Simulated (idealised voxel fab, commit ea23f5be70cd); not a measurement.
Process module, titled voxel self aligned vias
This is section cut - it's 185 nm across, gridded in 5 nm square cells.
For the purposes of this document, a cross-section shall be understood as a grid of square cells, specified as bands listed in top-to-bottom order, each band consisting of one or more rows of cells. Per band: top height and bottom height in nm, followed by the left-to-right materials and their widths in nm; "full width" marks a single material spanning edge to edge, "empty" marks empty space. Heads up on the height convention: 0 is the point under which the incoming wafer is all one material, and the lowest band has no bottom, it just keeps going down, like "from 0 down". The expression "30->40" gives the width at the extremes of the band, the first number at its top row of cells and the second at its bottom row, with the width changing by equal amounts from each row to the next in between. A step reported as "no modifications" is a step in which no cell of the cross-section changed. Heads up: "Closed voids list" only lists the empty pockets with no open path to the top that are 8 cells or more, and it writes them as width x height at distance, distance from the left edge, in nm. Where a step's line continues beyond its settings, the continuation is a remark by the simulator itself on that step. overlay nm: for a step with a mask, the amount by which the mask lay right of where it was planned; a negative amount means left of it.
[plan]
1 RECEIVE, material Si
2 CONFORMAL_DEP, material SiO2, thk nm 15
3 CONFORMAL_DEP, material SiCN, thk nm 5
4 DIRECTIONAL_DEP, material lowk, thk nm 30
5 DIRECTIONAL_DEP, material aC, thk nm 10
6 PATTERN, tone open, mask id LINES, material resist, width nm 25, pitch nm 55, thk nm 30, overlay nm 0
7 DIRECTIONAL_ETCH, etch materials aC, depth nm 10
8 STRIP, etch materials resist
9 DIRECTIONAL_ETCH, etch materials lowk, depth nm 30
10 STRIP, etch materials aC
11 CONFORMAL_DEP, material TiN, thk nm 5
12 FILL_DEP, material Ru, thk nm 5
13 CMP, height nm 50
14 SELECTIVE_ETCH, etch materials W Ru TiN, depth nm 5
15 FILL_DEP, material SiN, thk nm 10
16 CMP, height nm 50
17 DIRECTIONAL_DEP, material lowk, thk nm 15
18 PATTERN, tone open, mask id VIAS, material resist, width nm 35, pitch nm 55, thk nm 15, overlay nm 0
19 DIRECTIONAL_ETCH, etch materials lowk, depth nm 15
20 DIRECTIONAL_ETCH, etch materials SiN, depth nm 5
21 STRIP, etch materials resist
22 CONFORMAL_DEP, material TiN, thk nm 5
23 FILL_DEP, material W, thk nm 10
24 CMP, height nm 65
25 CONFORMAL_DEP, material SiCN, thk nm 5
[Cross-sectional view of the wafer in its as-received condition, corresponding to the state after step 1]
  from 0 down = Si full width
  Closed voids list: none
[Looking at the first of two wafers in cross-section at end of module - ran to plan]
  from 70 to 65 = SiCN full width
  from 65 to 55 = lowk 20  TiN 5  W 25  TiN 5  lowk 20  TiN 5  W 25  TiN 5  lowk 20  TiN 5  W 25  TiN 5  lowk 20
  from 55 to 50 = lowk 20  TiN 10  W 15  TiN 10  lowk 20  TiN 10  W 15  TiN 10  lowk 20  TiN 10  W 15  TiN 10  lowk 20
  from 50 to 45 = lowk 25  TiN 25  lowk 30  TiN 25  lowk 30  TiN 25  lowk 25
  from 45 to 25 = lowk 25  TiN 5  Ru 15  TiN 5  lowk 30  TiN 5  Ru 15  TiN 5  lowk 30  TiN 5  Ru 15  TiN 5  lowk 25
  from 25 to 20 = lowk 25  TiN 25  lowk 30  TiN 25  lowk 30  TiN 25  lowk 25
  from 20 to 15 = SiCN full width
  from 15 to 0 = SiO2 full width
  from 0 down = Si full width
  Closed voids list: none
[Here's the second of our two wafers sectioned at module end. Same start as the first, same plan, but one mistake got made running it]
  from 70 to 65 = SiCN full width
  from 65 to 55 = lowk 15  TiN 5  W 25  TiN 5  lowk 20  TiN 5  W 25  TiN 5  lowk 20  TiN 5  W 25  TiN 5  lowk 25
  from 55 to 50 = lowk 15  TiN 15  W 15  TiN 5  lowk 20  TiN 15  W 15  TiN 5  lowk 20  TiN 15  W 15  TiN 5  lowk 25
  from 50 to 45 = lowk 25  TiN 25  lowk 30  TiN 25  lowk 30  TiN 25  lowk 25
  from 45 to 25 = lowk 25  TiN 5  Ru 15  TiN 5  lowk 30  TiN 5  Ru 15  TiN 5  lowk 30  TiN 5  Ru 15  TiN 5  lowk 25
  from 25 to 20 = lowk 25  TiN 25  lowk 30  TiN 25  lowk 30  TiN 25  lowk 25
  from 20 to 15 = SiCN full width
  from 15 to 0 = SiO2 full width
  from 0 down = Si full width
  Closed voids list: none
Error vs. plan: heads up, step 18 didn't go per plan, it actually ran as PATTERN, tone open, mask id VIAS, material resist, width nm 35, pitch nm 55, thk nm 15, overlay nm -5
Matching per-material cell counts, mismatched positions: that is how the second wafer compares with the first at the end.
